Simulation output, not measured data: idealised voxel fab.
Proc. module: voxel capacitor over wiring
205 nm wide, 5 nm square cells: that's cross-section cut.
Heads up, the way a cross-section reads in here is a grid of square cells, handed over as bands from the top down, with every band being one or more rows of cells. Per band: top height and bottom height in nm, followed by the left-to-right materials and their widths in nm; "edge to edge" marks a single material spanning edge to edge, "air" marks empty space. Height reference: 0 = level under which incoming wafer is all one material. Lowest band: no bottom, runs on downward, e.g. "0 and below". When a width is written as two numbers, as in "30 to 40", the first number is the width in the top row of cells of the band and the second is the width in its bottom row, and the width changes by the same amount from each row to the next. Any step labelled "changes: none" changed none of the cells in the cross-section. If an empty space has no open way to the top and is at least 8 cells in size, "Sealed void listing" lists it, written width x height at distance, where distance is measured from the left edge and every value is in nm. Post-settings text on a step line: simulator's own remark regarding the step. For masked steps, "overlay nm" on the step line gives how far right of plan the mask actually lay; a minus sign means it lay to the left.

plan:
1) RECEIVE (material Si)
2) CONFORMAL_DEP (material SiO2; thk nm 10)
3) CONFORMAL_DEP (material SiCN; thk nm 5)
4) DIRECTIONAL_DEP (material SiO2; thk nm 25)
5) MASKED_ETCH (tone open; mask id METAL_1; width nm 20; pitch nm 75; etch materials SiO2; depth nm 25; overlay nm 0)
6) MASKED_ETCH (tone open; mask id METAL_1; width nm 20; pitch nm 75; etch materials SiCN; depth nm 5; overlay nm 0)
7) CONFORMAL_DEP (material TiN; thk nm 5)
8) FILL_DEP (material Cu; thk nm 5)
9) CMP (height nm 40)
10) CONFORMAL_DEP (material SiCN; thk nm 5)
11) DIRECTIONAL_DEP (material lowk; thk nm 20)
12) PATTERN (tone open; mask id PLUG_1; material resist; width nm 15; thk nm 20; overlay nm 0)
13) DIRECTIONAL_ETCH (etch materials lowk; depth nm 20)
14) DIRECTIONAL_ETCH (etch materials SiCN; depth nm 5)
15) STRIP (etch materials resist)
16) EPI (material Ru; thk nm 10)
17) EPI (material Ru; thk nm 10)
18) EPI (material Ru; thk nm 5)
19) DIRECTIONAL_DEP (material TiN; thk nm 10)
20) DIRECTIONAL_DEP (material SiN; thk nm 5)
21) DIRECTIONAL_DEP (material TiN; thk nm 10)
22) PATTERN (tone cover; mask id UPPER_PLATE; material resist; width nm 60; thk nm 15; overlay nm 0)
23) DIRECTIONAL_ETCH (etch materials TiN; depth nm 10)
24) DIRECTIONAL_ETCH (etch materials SiN; depth nm 5)
25) STRIP (etch materials resist)
26) DIRECTIONAL_DEP (material aC; thk nm 15)
27) PATTERN (tone cover; mask id LOWER_PLATE; material resist; width nm 70; thk nm 30; overlay nm 0)
28) DIRECTIONAL_ETCH (etch materials aC; depth nm 15)
29) STRIP (etch materials resist)
30) DIRECTIONAL_ETCH (etch materials TiN; depth nm 10)
31) STRIP (etch materials aC)
32) FILL_DEP (material SiO2; thk nm 15)
33) CMP (height nm 100)
34) PATTERN (tone open; mask id PLUG_2; material resist; width nm 15; thk nm 15; overlay nm 0)
35) DIRECTIONAL_ETCH (etch materials SiO2; depth nm 10)
36) STRIP (etch materials resist)
37) CONFORMAL_DEP (material TiN; thk nm 5)
38) FILL_DEP (material Ru; thk nm 5)
39) CMP (height nm 100)
40) CONFORMAL_DEP (material SiCN; thk nm 5)

The first of the two wafers, which ran as planned:

As-received wafer cross-section (after step 1):
0 and below: Si edge to edge
Sealed void listing: none

Cross-section through the wafer, step 2 finished:
10 down to 0: SiO2 edge to edge
Heights below 0 show no change.

Cross-section through the wafer, step 3 finished:
15 down to 10: SiCN edge to edge
Heights below 10 show no change.

Cross-section through the wafer, step 4 finished:
40 down to 15: SiO2 edge to edge
Heights below 15 show no change.

Cross-section through the wafer, step 5 finished:
40 down to 15: SiO2 55 nm  air 20 nm  SiO2 55 nm  air 20 nm  SiO2 55 nm
Heights below 15 show no change.

Cross-section through the wafer, step 6 finished:
40 down to 15: SiO2 55 nm  air 20 nm  SiO2 55 nm  air 20 nm  SiO2 55 nm
15 down to 10: SiCN 55 nm  air 20 nm  SiCN 55 nm  air 20 nm  SiCN 55 nm
Heights below 10 show no change.

Cross-section through the wafer, step 7 finished:
45 down to 40: TiN 60 nm  air 10 nm  TiN 65 nm  air 10 nm  TiN 60 nm
40 down to 15: SiO2 55 nm  TiN 5 nm  air 10 nm  TiN 5 nm  SiO2 55 nm  TiN 5 nm  air 10 nm  TiN 5 nm  SiO2 55 nm
15 down to 10: SiCN 55 nm  TiN 20 nm  SiCN 55 nm  TiN 20 nm  SiCN 55 nm
Heights below 10 show no change.

Cross-section through the wafer, step 8 finished:
50 down to 45: Cu edge to edge
45 down to 40: TiN 60 nm  Cu 10 nm  TiN 65 nm  Cu 10 nm  TiN 60 nm
40 down to 15: SiO2 55 nm  TiN 5 nm  Cu 10 nm  TiN 5 nm  SiO2 55 nm  TiN 5 nm  Cu 10 nm  TiN 5 nm  SiO2 55 nm
Heights below 15 show no change.

Cross-section through the wafer, step 9 finished:
40 down to 15: SiO2 55 nm  TiN 5 nm  Cu 10 nm  TiN 5 nm  SiO2 55 nm  TiN 5 nm  Cu 10 nm  TiN 5 nm  SiO2 55 nm
Heights below 15 show no change.

Cross-section through the wafer, step 10 finished:
45 down to 40: SiCN edge to edge
Heights below 40 show no change.

Cross-section through the wafer, step 11 finished:
65 down to 45: lowk edge to edge
Heights below 45 show no change.

Cross-section through the wafer, step 12 finished:
85 down to 65: resist 60 nm  air 15 nm  resist 130 nm
Heights below 65 show no change.

Cross-section through the wafer, step 13 finished:
85 down to 65: resist 60 nm  air 15 nm  resist 130 nm
65 down to 45: lowk 60 nm  air 15 nm  lowk 130 nm
Heights below 45 show no change.

Cross-section through the wafer, step 14 finished:
85 down to 65: resist 60 nm  air 15 nm  resist 130 nm
65 down to 45: lowk 60 nm  air 15 nm  lowk 130 nm
45 down to 40: SiCN 60 nm  air 15 nm  SiCN 130 nm
Heights below 40 show no change.

Cross-section through the wafer, step 15 finished:
65 down to 45: lowk 60 nm  air 15 nm  lowk 130 nm
Heights below 45 show no change.

Cross-section through the wafer, step 16 finished:
65 down to 50: lowk 60 nm  air 15 nm  lowk 130 nm
50 down to 45: lowk 60 nm  Ru 15 nm  lowk 130 nm
45 down to 40: SiCN 60 nm  Ru 15 nm  SiCN 130 nm
Heights below 40 show no change.

Cross-section through the wafer, step 17 finished:
65 down to 60: lowk 60 nm  air 15 nm  lowk 130 nm
60 down to 45: lowk 60 nm  Ru 15 nm  lowk 130 nm
Heights below 45 show no change.

Cross-section through the wafer, step 18 finished:
65 down to 45: lowk 60 nm  Ru 15 nm  lowk 130 nm
Heights below 45 show no change.

Cross-section through the wafer, step 19 finished:
75 down to 65: TiN edge to edge
Heights below 65 show no change.

Cross-section through the wafer, step 20 finished:
80 down to 75: SiN edge to edge
Heights below 75 show no change.

Cross-section through the wafer, step 21 finished:
90 down to 80: TiN edge to edge
Heights below 80 show no change.

Cross-section through the wafer, step 22 finished:
105 down to 90: air 60 nm  resist 60 nm  air 85 nm
Heights below 90 show no change.

Cross-section through the wafer, step 23 finished:
105 down to 90: air 60 nm  resist 60 nm  air 85 nm
90 down to 80: air 60 nm  TiN 60 nm  air 85 nm
Heights below 80 show no change.

Cross-section through the wafer, step 24 finished:
105 down to 90: air 60 nm  resist 60 nm  air 85 nm
90 down to 80: air 60 nm  TiN 60 nm  air 85 nm
80 down to 75: air 60 nm  SiN 60 nm  air 85 nm
Heights below 75 show no change.

Cross-section through the wafer, step 25 finished:
90 down to 80: air 60 nm  TiN 60 nm  air 85 nm
Heights below 80 show no change.

Cross-section through the wafer, step 26 finished:
105 down to 90: air 60 nm  aC 60 nm  air 85 nm
90 down to 80: aC 60 nm  TiN 60 nm  aC 85 nm
80 down to 75: aC 60 nm  SiN 60 nm  aC 85 nm
Heights below 75 show no change.

Cross-section through the wafer, step 27 finished:
135 down to 105: air 55 nm  resist 70 nm  air 80 nm
105 down to 90: air 55 nm  resist 5 nm  aC 60 nm  resist 5 nm  air 80 nm
Heights below 90 show no change.

Cross-section through the wafer, step 28 finished:
120 down to 105: air 55 nm  resist 70 nm  air 80 nm
105 down to 90: air 55 nm  resist 5 nm  aC 60 nm  resist 5 nm  air 80 nm
90 down to 80: air 55 nm  aC 5 nm  TiN 60 nm  aC 5 nm  air 80 nm
80 down to 75: air 55 nm  aC 5 nm  SiN 60 nm  aC 5 nm  air 80 nm
Heights below 75 show no change.

Cross-section through the wafer, step 29 finished:
105 down to 90: air 60 nm  aC 60 nm  air 85 nm
Heights below 90 show no change.

Cross-section through the wafer, step 30 finished:
105 down to 90: air 60 nm  aC 60 nm  air 85 nm
90 down to 80: air 55 nm  aC 5 nm  TiN 60 nm  aC 5 nm  air 80 nm
80 down to 75: air 55 nm  aC 5 nm  SiN 60 nm  aC 5 nm  air 80 nm
75 down to 65: air 55 nm  TiN 70 nm  air 80 nm
Heights below 65 show no change.

Cross-section through the wafer, step 31 finished:
90 down to 80: air 60 nm  TiN 60 nm  air 85 nm
80 down to 75: air 60 nm  SiN 60 nm  air 85 nm
Heights below 75 show no change.

Cross-section through the wafer, step 32 finished:
105 down to 90: SiO2 edge to edge
90 down to 80: SiO2 60 nm  TiN 60 nm  SiO2 85 nm
80 down to 75: SiO2 60 nm  SiN 60 nm  SiO2 85 nm
75 down to 65: SiO2 55 nm  TiN 70 nm  SiO2 80 nm
Heights below 65 show no change.

Cross-section through the wafer, step 33 finished:
100 down to 90: SiO2 edge to edge
Heights below 90 show no change.

Cross-section through the wafer, step 34 finished:
115 down to 100: resist 70 nm  air 15 nm  resist 120 nm
Heights below 100 show no change.

Cross-section through the wafer, step 35 finished:
115 down to 100: resist 70 nm  air 15 nm  resist 120 nm
100 down to 90: SiO2 70 nm  air 15 nm  SiO2 120 nm
Heights below 90 show no change.

Cross-section through the wafer, step 36 finished:
100 down to 90: SiO2 70 nm  air 15 nm  SiO2 120 nm
Heights below 90 show no change.

Cross-section through the wafer, step 37 finished:
105 down to 100: TiN 75 nm  air 5 nm  TiN 125 nm
100 down to 95: SiO2 70 nm  TiN 5 nm  air 5 nm  TiN 5 nm  SiO2 120 nm
95 down to 90: SiO2 70 nm  TiN 15 nm  SiO2 120 nm
Heights below 90 show no change.

Cross-section through the wafer, step 38 finished:
110 down to 105: Ru edge to edge
105 down to 100: TiN 75 nm  Ru 5 nm  TiN 125 nm
100 down to 95: SiO2 70 nm  TiN 5 nm  Ru 5 nm  TiN 5 nm  SiO2 120 nm
Heights below 95 show no change.

Cross-section through the wafer, step 39 finished:
100 down to 95: SiO2 70 nm  TiN 5 nm  Ru 5 nm  TiN 5 nm  SiO2 120 nm
Heights below 95 show no change.

Cross-section through the wafer, step 40 finished:
105 down to 100: SiCN edge to edge
Heights below 100 show no change.

What follows concerns the second wafer, which started out like the first and was meant to follow the very same plan; one mistake crept in when it was run, but everything up to and including step 4 is the same as for the first wafer:

Cross-section of the second wafer at the time by which step 5 should have been completed according to the plan:
40 down to 15: air 55 nm  SiO2 20 nm  air 55 nm  SiO2 20 nm  air 55 nm
Heights below 15 show no change.

Cross-section of the second wafer at the time by which step 6 should have been completed according to the plan: changes: none

Cross-section of the second wafer at the time by which step 7 should have been completed according to the plan:
45 down to 40: air 50 nm  TiN 30 nm  air 45 nm  TiN 30 nm  air 50 nm
40 down to 20: air 50 nm  TiN 5 nm  SiO2 20 nm  TiN 5 nm  air 45 nm  TiN 5 nm  SiO2 20 nm  TiN 5 nm  air 50 nm
20 down to 15: TiN 55 nm  SiO2 20 nm  TiN 55 nm  SiO2 20 nm  TiN 55 nm
Heights below 15 show no change.

Cross-section of the second wafer at the time by which step 8 should have been completed according to the plan:
50 down to 45: Cu edge to edge
45 down to 40: Cu 50 nm  TiN 30 nm  Cu 45 nm  TiN 30 nm  Cu 50 nm
40 down to 20: Cu 50 nm  TiN 5 nm  SiO2 20 nm  TiN 5 nm  Cu 45 nm  TiN 5 nm  SiO2 20 nm  TiN 5 nm  Cu 50 nm
Heights below 20 show no change.

Cross-section of the second wafer at the time by which step 9 should have been completed according to the plan:
40 down to 20: Cu 50 nm  TiN 5 nm  SiO2 20 nm  TiN 5 nm  Cu 45 nm  TiN 5 nm  SiO2 20 nm  TiN 5 nm  Cu 50 nm
Heights below 20 show no change.

Cross-section of the second wafer at the time by which step 10 should have been completed according to the plan:
45 down to 40: SiCN edge to edge
Heights below 40 show no change.

Cross-section of the second wafer at the time by which step 11 should have been completed according to the plan:
65 down to 45: lowk edge to edge
Heights below 45 show no change.

Cross-section of the second wafer at the time by which step 12 should have been completed according to the plan:
85 down to 65: resist 60 nm  air 15 nm  resist 130 nm
Heights below 65 show no change.

Cross-section of the second wafer at the time by which step 13 should have been completed according to the plan:
85 down to 65: resist 60 nm  air 15 nm  resist 130 nm
65 down to 45: lowk 60 nm  air 15 nm  lowk 130 nm
Heights below 45 show no change.

Cross-section of the second wafer at the time by which step 14 should have been completed according to the plan:
85 down to 65: resist 60 nm  air 15 nm  resist 130 nm
65 down to 45: lowk 60 nm  air 15 nm  lowk 130 nm
45 down to 40: SiCN 60 nm  air 15 nm  SiCN 130 nm
Heights below 40 show no change.

Cross-section of the second wafer at the time by which step 15 should have been completed according to the plan:
65 down to 45: lowk 60 nm  air 15 nm  lowk 130 nm
Heights below 45 show no change.

Cross-section of the second wafer at the time by which step 16 should have been completed according to the plan: changes: none

Cross-section of the second wafer at the time by which step 17 should have been completed according to the plan: changes: none

Cross-section of the second wafer at the time by which step 18 should have been completed according to the plan: changes: none

Cross-section of the second wafer at the time by which step 19 should have been completed according to the plan:
75 down to 65: TiN 60 nm  air 15 nm  TiN 130 nm
65 down to 50: lowk 60 nm  air 15 nm  lowk 130 nm
50 down to 45: lowk 60 nm  TiN 15 nm  lowk 130 nm
45 down to 40: SiCN 60 nm  TiN 15 nm  SiCN 130 nm
Heights below 40 show no change.

Cross-section of the second wafer at the time by which step 20 should have been completed according to the plan:
80 down to 75: SiN 60 nm  air 15 nm  SiN 130 nm
75 down to 65: TiN 60 nm  air 15 nm  TiN 130 nm
65 down to 55: lowk 60 nm  air 15 nm  lowk 130 nm
55 down to 50: lowk 60 nm  SiN 15 nm  lowk 130 nm
Heights below 50 show no change.

Cross-section of the second wafer at the time by which step 21 should have been completed according to the plan:
90 down to 80: TiN 60 nm  air 15 nm  TiN 130 nm
80 down to 75: SiN 60 nm  air 15 nm  SiN 130 nm
75 down to 65: TiN 60 nm  air 15 nm  TiN 130 nm
65 down to 55: lowk 60 nm  TiN 15 nm  lowk 130 nm
Heights below 55 show no change.

Cross-section of the second wafer at the time by which step 22 should have been completed according to the plan:
105 down to 90: air 60 nm  resist 60 nm  air 85 nm
90 down to 80: TiN 60 nm  resist 15 nm  TiN 130 nm
80 down to 75: SiN 60 nm  resist 15 nm  SiN 130 nm
75 down to 65: TiN 60 nm  resist 15 nm  TiN 130 nm
Heights below 65 show no change.

Cross-section of the second wafer at the time by which step 23 should have been completed according to the plan:
105 down to 90: air 60 nm  resist 60 nm  air 85 nm
90 down to 80: air 60 nm  resist 15 nm  TiN 45 nm  air 85 nm
Heights below 80 show no change.

Cross-section of the second wafer at the time by which step 24 should have been completed according to the plan:
105 down to 90: air 60 nm  resist 60 nm  air 85 nm
90 down to 80: air 60 nm  resist 15 nm  TiN 45 nm  air 85 nm
80 down to 75: air 60 nm  resist 15 nm  SiN 45 nm  air 85 nm
Heights below 75 show no change.

Cross-section of the second wafer at the time by which step 25 should have been completed according to the plan:
90 down to 80: air 75 nm  TiN 45 nm  air 85 nm
80 down to 75: air 75 nm  SiN 45 nm  air 85 nm
75 down to 65: TiN 60 nm  air 15 nm  TiN 130 nm
Heights below 65 show no change.

Cross-section of the second wafer at the time by which step 26 should have been completed according to the plan:
105 down to 90: air 75 nm  aC 45 nm  air 85 nm
90 down to 80: aC 60 nm  air 15 nm  TiN 45 nm  aC 85 nm
80 down to 75: aC 75 nm  SiN 45 nm  aC 85 nm
75 down to 65: TiN 60 nm  aC 15 nm  TiN 130 nm
Heights below 65 show no change.

Cross-section of the second wafer at the time by which step 27 should have been completed according to the plan:
135 down to 105: air 55 nm  resist 70 nm  air 80 nm
105 down to 90: air 55 nm  resist 20 nm  aC 45 nm  resist 5 nm  air 80 nm
90 down to 80: aC 60 nm  resist 15 nm  TiN 45 nm  aC 85 nm
Heights below 80 show no change.

Cross-section of the second wafer at the time by which step 28 should have been completed according to the plan:
120 down to 105: air 55 nm  resist 70 nm  air 80 nm
105 down to 90: air 55 nm  resist 20 nm  aC 45 nm  resist 5 nm  air 80 nm
90 down to 80: air 55 nm  aC 5 nm  resist 15 nm  TiN 45 nm  aC 5 nm  air 80 nm
80 down to 75: air 55 nm  aC 20 nm  SiN 45 nm  aC 5 nm  air 80 nm
Heights below 75 show no change.

Cross-section of the second wafer at the time by which step 29 should have been completed according to the plan:
105 down to 90: air 75 nm  aC 45 nm  air 85 nm
90 down to 80: air 55 nm  aC 5 nm  air 15 nm  TiN 45 nm  aC 5 nm  air 80 nm
Heights below 80 show no change.

Cross-section of the second wafer at the time by which step 30 should have been completed according to the plan:
105 down to 90: air 75 nm  aC 45 nm  air 85 nm
90 down to 80: air 55 nm  aC 5 nm  air 15 nm  TiN 45 nm  aC 5 nm  air 80 nm
80 down to 75: air 55 nm  aC 20 nm  SiN 45 nm  aC 5 nm  air 80 nm
75 down to 65: air 55 nm  TiN 5 nm  aC 15 nm  TiN 50 nm  air 80 nm
Heights below 65 show no change.

Cross-section of the second wafer at the time by which step 31 should have been completed according to the plan:
90 down to 80: air 75 nm  TiN 45 nm  air 85 nm
80 down to 75: air 75 nm  SiN 45 nm  air 85 nm
75 down to 65: air 55 nm  TiN 5 nm  air 15 nm  TiN 50 nm  air 80 nm
Heights below 65 show no change.

Cross-section of the second wafer at the time by which step 32 should have been completed according to the plan:
105 down to 90: SiO2 edge to edge
90 down to 80: SiO2 75 nm  TiN 45 nm  SiO2 85 nm
80 down to 75: SiO2 75 nm  SiN 45 nm  SiO2 85 nm
75 down to 65: SiO2 55 nm  TiN 5 nm  SiO2 15 nm  TiN 50 nm  SiO2 80 nm
Heights below 65 show no change.

Cross-section of the second wafer at the time by which step 33 should have been completed according to the plan:
100 down to 90: SiO2 edge to edge
Heights below 90 show no change.

Cross-section of the second wafer at the time by which step 34 should have been completed according to the plan:
115 down to 100: resist 70 nm  air 15 nm  resist 120 nm
Heights below 100 show no change.

Cross-section of the second wafer at the time by which step 35 should have been completed according to the plan:
115 down to 100: resist 70 nm  air 15 nm  resist 120 nm
100 down to 90: SiO2 70 nm  air 15 nm  SiO2 120 nm
Heights below 90 show no change.

Cross-section of the second wafer at the time by which step 36 should have been completed according to the plan:
100 down to 90: SiO2 70 nm  air 15 nm  SiO2 120 nm
Heights below 90 show no change.

Cross-section of the second wafer at the time by which step 37 should have been completed according to the plan:
105 down to 100: TiN 75 nm  air 5 nm  TiN 125 nm
100 down to 95: SiO2 70 nm  TiN 5 nm  air 5 nm  TiN 5 nm  SiO2 120 nm
95 down to 90: SiO2 70 nm  TiN 15 nm  SiO2 120 nm
Heights below 90 show no change.

Cross-section of the second wafer at the time by which step 38 should have been completed according to the plan:
110 down to 105: Ru edge to edge
105 down to 100: TiN 75 nm  Ru 5 nm  TiN 125 nm
100 down to 95: SiO2 70 nm  TiN 5 nm  Ru 5 nm  TiN 5 nm  SiO2 120 nm
Heights below 95 show no change.

Cross-section of the second wafer at the time by which step 39 should have been completed according to the plan:
100 down to 95: SiO2 70 nm  TiN 5 nm  Ru 5 nm  TiN 5 nm  SiO2 120 nm
Heights below 95 show no change.

Cross-section of the second wafer at the time by which step 40 should have been completed according to the plan:
105 down to 100: SiCN edge to edge
Heights below 100 show no change.
Error vs. plan: step 5 went in with a setting other than planned; the actual run was MASKED_ETCH (tone cover; mask id METAL_1; width nm 20; pitch nm 75; etch materials SiO2; depth nm 25; overlay nm 0)
Materials where the second wafer ends with more or fewer cells than the first: Cu: 96 more; Ru: 15 fewer; SiCN: 8 more; SiO2: 110 fewer; TiN: 21 more
